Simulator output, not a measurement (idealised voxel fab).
A process module follows: voxel quadruple lines.
Section cut is 160 nm wide and gridded with 5 nm square cells.
When this document writes out a cross-section, it uses a grid of square cells and lists it as bands, beginning at the top and moving down, with a band standing for one or more rows of cells. What a band's entry tells you: where the top is and where the bottom is, as heights in nm, and after that what lies inside, material by material from left to right, each with its width in nm. Empty space is written as the word "empty", and a single material marked with the word "full width" occupies the band from edge to edge. A quick word on heights: they are counted from 0, and under that level the wafer as it came to us is one material throughout. The lowest band is different from the rest in having no bottom; it simply continues downward, written as in "0..down". With a width like "30 to 40", each row of cells in the band differs from the next by the same amount, the top row carrying the first number and the bottom row the second. "no change" means the step left every cell of the cross-section as it was. Under "Sealed cavities" you'll find the enclosed gaps, the ones with no way out to the top, that are 8 cells or bigger; each reads width x height at distance, with distance counted from the left edge, everything in nm. That trailing text on a step's line, after the settings, is the simulator's own remark on the step. Each step line may optionally specify "overlay nm", which for a step with a mask gives the rightward distance between the mask's planned place and where it lay, a negative value indicating the leftward direction.
[Planned process steps]
| 1 | RECEIVE, material Si |
| 2 | CONFORMAL_DEP, material Al2O3, thk nm 5 |
| 3 | DIRECTIONAL_DEP, material W, thk nm 10 |
| 4 | DIRECTIONAL_DEP, material polySi, thk nm 20 |
| 5 | DIRECTIONAL_DEP, material aC, thk nm 20 |
| 6 | PATTERN, tone cover, mask id MANDREL, material resist, width nm 20, pitch nm 60, thk nm 25, overlay nm 0 |
| 7 | DIRECTIONAL_ETCH, etch materials aC, depth nm 20 |
| 8 | STRIP, etch materials resist |
| 9 | CONFORMAL_DEP, material SiO2, thk nm 10 |
| 10 | DIRECTIONAL_ETCH, etch materials SiO2, depth nm 10 |
| 11 | STRIP, etch materials aC |
| 12 | DIRECTIONAL_ETCH, etch materials polySi, depth nm 20 |
| 13 | STRIP, etch materials SiO2 |
| 14 | CONFORMAL_DEP, material SiN, thk nm 5 |
| 15 | DIRECTIONAL_ETCH, etch materials SiN, depth nm 5 |
| 16 | STRIP, etch materials polySi |
| 17 | DIRECTIONAL_ETCH, etch materials W, depth nm 10 |
| 18 | STRIP, etch materials SiN |
[Incoming wafer in cross-section (state: after step 1)]
- 0..down | Si full width
- Sealed cavities: none
[Cross-sectional view of the first of the two wafers upon completion of the module, processed in accordance with the plan]
- 15..5 | empty (25) | W (5) | empty (10) | W (5) | empty (10) | W (5) | empty (10) | W (5) | empty (10) | W (5) | empty (10) | W (5) | empty (10) | W (5) | empty (10) | W (5) | empty (25)
- 5..0 | Al2O3 full width
- 0..down | Si full width
- Sealed cavities: none
[End of module, second wafer, cross-section. Started like the first, planned like the first, run with one mistake]
- 10..0 | empty (25) | W (5) | empty (10) | W (5) | empty (10) | W (5) | empty (10) | W (5) | empty (10) | W (5) | empty (10) | W (5) | empty (10) | W (5) | empty (10) | W (5) | empty (25)
- 0..down | Si full width
- Sealed cavities: none
So what did we get wrong on this run? step 2 of the plan never got run, it was skipped over
Final wafer comparison in cells, second versus first, more or fewer per material: -32 Al2O3
